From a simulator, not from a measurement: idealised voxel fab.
process module | voxel quadruple lines
cross-section cut | 205 nm wide | cells 5 nm
A cross-section is a grid of square cells, given in bands from the top down. A band is one or more rows of cells.
Each band's line starts with the height of the band's top and of its bottom, in nm. Then come its materials from left to right, each with its width in nm. One material with "throughout" fills the band from edge to edge. "air" is empty space.
Height 0 is the level under which the wafer as received is all one material. The lowest band goes on downwards, as in "0 down".
A width such as "30 to 40" changes by the same amount from each row of cells to the next, from the band's top row to its bottom row.
"no change" after a step means that no cell of the cross-section changed.
closed voids: empty space of 8 cells or more with no open way to the top, each as width x height at its distance from the left edge, in nm
after a step's settings: what the simulator itself notes on the step
overlay nm, on a step with a mask: how far to the right of its planned place the mask lay; to the left if negative
plan
1 op RECEIVE | material Si
2 op CONFORMAL_DEP | material Al2O3 | thk nm 5
3 op DIRECTIONAL_DEP | material Ru | thk nm 5
4 op DIRECTIONAL_DEP | material polySi | thk nm 15
5 op DIRECTIONAL_DEP | material aC | thk nm 25
6 op PATTERN | tone cover | mask id MANDREL | material resist | width nm 30 | thk nm 30 | overlay nm 0
7 op DIRECTIONAL_ETCH | etch materials aC | depth nm 25
8 op STRIP | etch materials resist
9 op CONFORMAL_DEP | material SiO2 | thk nm 10
10 op DIRECTIONAL_ETCH | etch materials SiO2 | depth nm 10
11 op STRIP | etch materials aC
12 op DIRECTIONAL_ETCH | etch materials polySi | depth nm 15
13 op STRIP | etch materials SiO2
14 op CONFORMAL_DEP | material SiCN | thk nm 10
15 op DIRECTIONAL_ETCH | etch materials SiCN | depth nm 10
16 op STRIP | etch materials polySi
17 op DIRECTIONAL_ETCH | etch materials Ru | depth nm 15
18 op STRIP | etch materials SiCN
19 op FILL_DEP | material lowk | thk nm 10
20 op CMP | height nm 20
varied across the wafers: thk nm of step 3. The plan shows the first wafer's value. All wafers start alike
first wafer as received, after step 1
  0 down: Si throughout
  closed voids: none
each wafer at the end: cells of each material gained (+) or lost (-) since it was received, then its closed voids
thk nm 5 | +41 Al2O3 | +8 Ru | +115 lowk | closed voids: none
thk nm 10 | +41 Al2O3 | +16 Ru | +107 lowk | closed voids: none
thk nm 15 | +41 Al2O3 | +24 Ru | +99 lowk | closed voids: none
thk nm 20 | +41 Al2O3 | +57 Ru | +66 lowk | closed voids: none
thk nm 25 | +41 Al2O3 | +90 Ru | +33 lowk | closed voids: none
thk nm 30 | +41 Al2O3 | +123 Ru | closed voids: none
